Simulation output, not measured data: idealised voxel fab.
You're looking at the process module voxel spacer lines.
Square cells of 5 nm make up the cross-section cut, whose width is 225 nm.
In this document a cross-section is written as a grid of square cells. It is given as a series of bands, listed from the top down, and a band is one or more rows of cells.
First you get the band's top height and its bottom height, in nm, and then the materials it's made of, left to right, with each width in nm. If you see a single material with "everywhere", that one covers the band edge to edge. "air" is empty space.
Heights are reckoned from 0. Under this level, the received wafer is all of one material. The bottommost band is open-ended downward, for example "0..down".
Width spec "30->40" -> top row of cells at first value, bottom row at second value, equal per-row change in between.
For the purposes of this document, the phrase "nothing changed" attached to a step denotes that no cell within the cross-section was modified by that step.
Each empty space that has no open way to the top and spans at least 8 cells appears under "Sealed void list" as width x height at distance, the distance counted from the left edge, all in nm.
Heads up: the bit after the settings on a step's line is the simulator's remark on that step.
The optional step-line setting "overlay nm" applies to steps with a mask and quantifies how far to the right of its planned location the mask lay, a negative value indicating leftward placement.

### plan
1,op RECEIVE | material Si
2,op CONFORMAL_DEP | material Al2O3 | thk nm 5
3,op DIRECTIONAL_DEP | material SiN | thk nm 10
4,op DIRECTIONAL_DEP | material polySi | thk nm 25
5,op PATTERN | tone cover | mask id MANDREL | material resist | width nm 25 | pitch nm 80 | thk nm 30 | overlay nm 0
6,op DIRECTIONAL_ETCH | etch materials polySi | depth nm 25
7,op STRIP | etch materials resist
8,op CONFORMAL_DEP | material SiO2 | thk nm 15
9,op DIRECTIONAL_ETCH | etch materials SiO2 | depth nm 15
10,op STRIP | etch materials polySi
11,op DIRECTIONAL_ETCH | etch materials SiN | depth nm 10
12,op STRIP | etch materials SiO2
13,op FILL_DEP | material SiO2 | thk nm 5
14,op CMP | height nm 15

### First of the two wafers, run per plan

### Cross-sectional view of the wafer in its as-received condition, corresponding to the state after step 1
	0..down = Si everywhere
	Sealed void list: none

### Cross-section of the wafer after step 2
	5..0 = Al2O3 everywhere
	Under 0: no change, same as before.

### Cross-section of the wafer after step 3
	15..5 = SiN everywhere
	Under 5: no change, same as before.

### Cross-section of the wafer after step 4
	40..15 = polySi everywhere
	Under 15: no change, same as before.

### Cross-section of the wafer after step 5
	70..40 = air 60 nm, then resist 25 nm, then air 55 nm, then resist 25 nm, then air 60 nm
	Under 40: no change, same as before.

### Cross-section of the wafer after step 6
	70..40 = air 60 nm, then resist 25 nm, then air 55 nm, then resist 25 nm, then air 60 nm
	40..15 = air 60 nm, then polySi 25 nm, then air 55 nm, then polySi 25 nm, then air 60 nm
	Under 15: no change, same as before.

### Cross-section of the wafer after step 7
	40..15 = air 60 nm, then polySi 25 nm, then air 55 nm, then polySi 25 nm, then air 60 nm
	Under 15: no change, same as before.

### Cross-section of the wafer after step 8
	55..40 = air 45 nm, then SiO2 55 nm, then air 25 nm, then SiO2 55 nm, then air 45 nm
	40..30 = air 45 nm, then SiO2 15 nm, then polySi 25 nm, then SiO2 15 nm, then air 25 nm, then SiO2 15 nm, then polySi 25 nm, then SiO2 15 nm, then air 45 nm
	30..15 = SiO2 60 nm, then polySi 25 nm, then SiO2 55 nm, then polySi 25 nm, then SiO2 60 nm
	Under 15: no change, same as before.

### Cross-section of the wafer after step 9
	40..15 = air 45 nm, then SiO2 15 nm, then polySi 25 nm, then SiO2 15 nm, then air 25 nm, then SiO2 15 nm, then polySi 25 nm, then SiO2 15 nm, then air 45 nm
	Under 15: no change, same as before.

### Cross-section of the wafer after step 10
	40..15 = air 45 nm, then SiO2 15 nm, then air 25 nm, then SiO2 15 nm, then air 25 nm, then SiO2 15 nm, then air 25 nm, then SiO2 15 nm, then air 45 nm
	Under 15: no change, same as before.

### Cross-section of the wafer after step 11
	40..15 = air 45 nm, then SiO2 15 nm, then air 25 nm, then SiO2 15 nm, then air 25 nm, then SiO2 15 nm, then air 25 nm, then SiO2 15 nm, then air 45 nm
	15..5 = air 45 nm, then SiN 15 nm, then air 25 nm, then SiN 15 nm, then air 25 nm, then SiN 15 nm, then air 25 nm, then SiN 15 nm, then air 45 nm
	Under 5: no change, same as before.

### Cross-section of the wafer after step 12
	15..5 = air 45 nm, then SiN 15 nm, then air 25 nm, then SiN 15 nm, then air 25 nm, then SiN 15 nm, then air 25 nm, then SiN 15 nm, then air 45 nm
	Under 5: no change, same as before.

### Cross-section of the wafer after step 13
	20..15 = SiO2 everywhere
	15..5 = SiO2 45 nm, then SiN 15 nm, then SiO2 25 nm, then SiN 15 nm, then SiO2 25 nm, then SiN 15 nm, then SiO2 25 nm, then SiN 15 nm, then SiO2 45 nm
	Under 5: no change, same as before.

### Cross-section of the wafer after step 14
	15..5 = SiO2 45 nm, then SiN 15 nm, then SiO2 25 nm, then SiN 15 nm, then SiO2 25 nm, then SiN 15 nm, then SiO2 25 nm, then SiN 15 nm, then SiO2 45 nm
	Under 5: no change, same as before.

### Now the other wafer: same start, same recipe, but we messed up one thing when running it. Up to and including step 1 it's the same as the first one

### What the second wafer looks like in cross-section when step 2 should have wrapped up
	5..0 = SiN everywhere
	Under 0: no change, same as before.

### What the second wafer looks like in cross-section when step 3 should have wrapped up
	15..0 = SiN everywhere
	Under 0: no change, same as before.

### What the second wafer looks like in cross-section when step 4 should have wrapped up
	40..15 = polySi everywhere
	Under 15: no change, same as before.

### What the second wafer looks like in cross-section when step 5 should have wrapped up
	70..40 = air 60 nm, then resist 25 nm, then air 55 nm, then resist 25 nm, then air 60 nm
	Under 40: no change, same as before.

### What the second wafer looks like in cross-section when step 6 should have wrapped up
	70..40 = air 60 nm, then resist 25 nm, then air 55 nm, then resist 25 nm, then air 60 nm
	40..15 = air 60 nm, then polySi 25 nm, then air 55 nm, then polySi 25 nm, then air 60 nm
	Under 15: no change, same as before.

### What the second wafer looks like in cross-section when step 7 should have wrapped up
	40..15 = air 60 nm, then polySi 25 nm, then air 55 nm, then polySi 25 nm, then air 60 nm
	Under 15: no change, same as before.

### What the second wafer looks like in cross-section when step 8 should have wrapped up
	55..40 = air 45 nm, then SiO2 55 nm, then air 25 nm, then SiO2 55 nm, then air 45 nm
	40..30 = air 45 nm, then SiO2 15 nm, then polySi 25 nm, then SiO2 15 nm, then air 25 nm, then SiO2 15 nm, then polySi 25 nm, then SiO2 15 nm, then air 45 nm
	30..15 = SiO2 60 nm, then polySi 25 nm, then SiO2 55 nm, then polySi 25 nm, then SiO2 60 nm
	Under 15: no change, same as before.

### What the second wafer looks like in cross-section when step 9 should have wrapped up
	40..15 = air 45 nm, then SiO2 15 nm, then polySi 25 nm, then SiO2 15 nm, then air 25 nm, then SiO2 15 nm, then polySi 25 nm, then SiO2 15 nm, then air 45 nm
	Under 15: no change, same as before.

### What the second wafer looks like in cross-section when step 10 should have wrapped up
	40..15 = air 45 nm, then SiO2 15 nm, then air 25 nm, then SiO2 15 nm, then air 25 nm, then SiO2 15 nm, then air 25 nm, then SiO2 15 nm, then air 45 nm
	Under 15: no change, same as before.

### What the second wafer looks like in cross-section when step 11 should have wrapped up
	40..15 = air 45 nm, then SiO2 15 nm, then air 25 nm, then SiO2 15 nm, then air 25 nm, then SiO2 15 nm, then air 25 nm, then SiO2 15 nm, then air 45 nm
	15..5 = air 45 nm, then SiN 15 nm, then air 25 nm, then SiN 15 nm, then air 25 nm, then SiN 15 nm, then air 25 nm, then SiN 15 nm, then air 45 nm
	Under 5: no change, same as before.

### What the second wafer looks like in cross-section when step 12 should have wrapped up
	15..5 = air 45 nm, then SiN 15 nm, then air 25 nm, then SiN 15 nm, then air 25 nm, then SiN 15 nm, then air 25 nm, then SiN 15 nm, then air 45 nm
	Under 5: no change, same as before.

### What the second wafer looks like in cross-section when step 13 should have wrapped up
	20..15 = SiO2 everywhere
	15..5 = SiO2 45 nm, then SiN 15 nm, then SiO2 25 nm, then SiN 15 nm, then SiO2 25 nm, then SiN 15 nm, then SiO2 25 nm, then SiN 15 nm, then SiO2 45 nm
	Under 5: no change, same as before.

### What the second wafer looks like in cross-section when step 14 should have wrapped up
	15..5 = SiO2 45 nm, then SiN 15 nm, then SiO2 25 nm, then SiN 15 nm, then SiO2 25 nm, then SiN 15 nm, then SiO2 25 nm, then SiN 15 nm, then SiO2 45 nm
	Under 5: no change, same as before.
Processing error: not per plan at step 2, really ran op CONFORMAL_DEP | material SiN | thk nm 5
The final cell counts differ between the wafers, with the second having more or fewer of some materials than the first: -45 Al2O3, +45 SiN
